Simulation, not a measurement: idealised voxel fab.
This section sets out a process module, namely voxel self aligned contacts.
Cross-sectional view cut (width: 230 nm; square cell size: 5 nm).
For the purposes of this document, a cross-section shall be understood as a grid of square cells, specified as bands listed in top-to-bottom order, each band consisting of one or more rows of cells. Top, bottom (nm), then materials left to right with widths (nm); lone material tagged "throughout" fills the whole band edge to edge; "air" = empty space. Basically, 0 is our baseline, since under it the wafer straight out of the box is all one material. The bottom band has no lower end and keeps on going down, so it looks like "z 0 and below". Width "30->40": first value at the band's top row of cells, second value at its bottom row, equal change from row to row. Where the words "remained the same" appear for a step, the cross-section shows no cell changed by that step; every cell remained as before. Look at "Fully enclosed voids" for the closed voids: empty spaces with no open path to the top, sized 8 cells or up. Each is width x height at distance, distance from the left edge, all nm. The remark found on a step's line after its settings is issued by the simulator itself and pertains to that step. overlay nm: mask right of planned place by this much (step with mask). Neg. = left.
[The planned process steps are enumerated hereunder]
1: RECEIVE | material Si
2: OXIDIZE | depth nm 5
3: DIRECTIONAL_DEP | material polySi | thk nm 30
4: DIRECTIONAL_DEP | material SiN | thk nm 20
5: DIRECTIONAL_DEP | material aC | thk nm 10
6: PATTERN | tone cover | mask id GATE | material resist | width nm 30 | pitch nm 60 | thk nm 25 | overlay nm 0
7: DIRECTIONAL_ETCH | etch materials aC | depth nm 10
8: STRIP | etch materials resist
9: DIRECTIONAL_ETCH | etch materials SiN | depth nm 20
10: DIRECTIONAL_ETCH | etch materials polySi | depth nm 30
11: STRIP | etch materials aC
12: CONFORMAL_DEP | material SiN | thk nm 5
13: DIRECTIONAL_ETCH | etch materials SiN | depth nm 5
14: FILL_DEP | material SiO2 | thk nm 15
15: CMP | height nm 60
16: MASKED_ETCH | tone open | mask id CONTACT | width nm 40 | pitch nm 60 | etch materials SiO2 | depth nm 65 | overlay nm 0
17: CONFORMAL_DEP | material TiN | thk nm 5
18: FILL_DEP | material W | thk nm 10
19: CMP | height nm 60
20: CONFORMAL_DEP | material SiN | thk nm 5
[Cross-section of the incoming wafer, state after step 1]
* z 0 and below | Si throughout
* Fully enclosed voids: none
[Cross-sectional image of the first of two wafers at the end of the module, the run having proceeded as planned]
* z 65 to 60 | SiN throughout
* z 60 to 50 | SiO2=65, TiN=5->15, W=30->10, TiN=5->15, SiO2=20, TiN=5->15, W=30->10, TiN=5->15, SiO2=65
* z 50 to 30 | SiO2=35, SiN=40, TiN=5, W=10, TiN=5, SiN=40, TiN=5, W=10, TiN=5, SiN=40, SiO2=35
* z 30 to 0 | SiO2=35, SiN=5, polySi=30, SiN=5, TiN=5, W=10, TiN=5, SiN=5, polySi=30, SiN=5, TiN=5, W=10, TiN=5, SiN=5, polySi=30, SiN=5, SiO2=35
* z 0 to -5 | SiO2=75, TiN=20, SiO2=40, TiN=20, SiO2=75
* z -5 and below | Si throughout
* Fully enclosed voids: none
[Wafer two, sectioned after the module: the first wafer's start, the first wafer's plan, and one mistake in how it was run]
* z 65 to 60 | SiN throughout
* z 60 to 50 | SiO2=70, TiN=5->10, W=25->10, TiN=5->15, SiO2=25, TiN=5->10, W=25->10, TiN=5->15, SiO2=65
* z 50 to 30 | SiO2=35, SiN=40, TiN=5, W=10, TiN=5, SiN=40, TiN=5, W=10, TiN=5, SiN=40, SiO2=35
* z 30 to 0 | SiO2=35, SiN=5, polySi=30, SiN=5, TiN=5, W=10, TiN=5, SiN=5, polySi=30, SiN=5, TiN=5, W=10, TiN=5, SiN=5, polySi=30, SiN=5, SiO2=35
* z 0 to -5 | SiO2=75, TiN=20, SiO2=40, TiN=20, SiO2=75
* z -5 and below | Si throughout
* Fully enclosed voids: none
Plan not followed: off-plan run, step 16, actual operation and settings MASKED_ETCH | tone open | mask id CONTACT | width nm 35 | pitch nm 60 | etch materials SiO2 | depth nm 65 | overlay nm 0
Once processing is complete, comparing cell counts shows that the second wafer has more or fewer of certain materials than the first: SiO2 +4; TiN -2; W -2
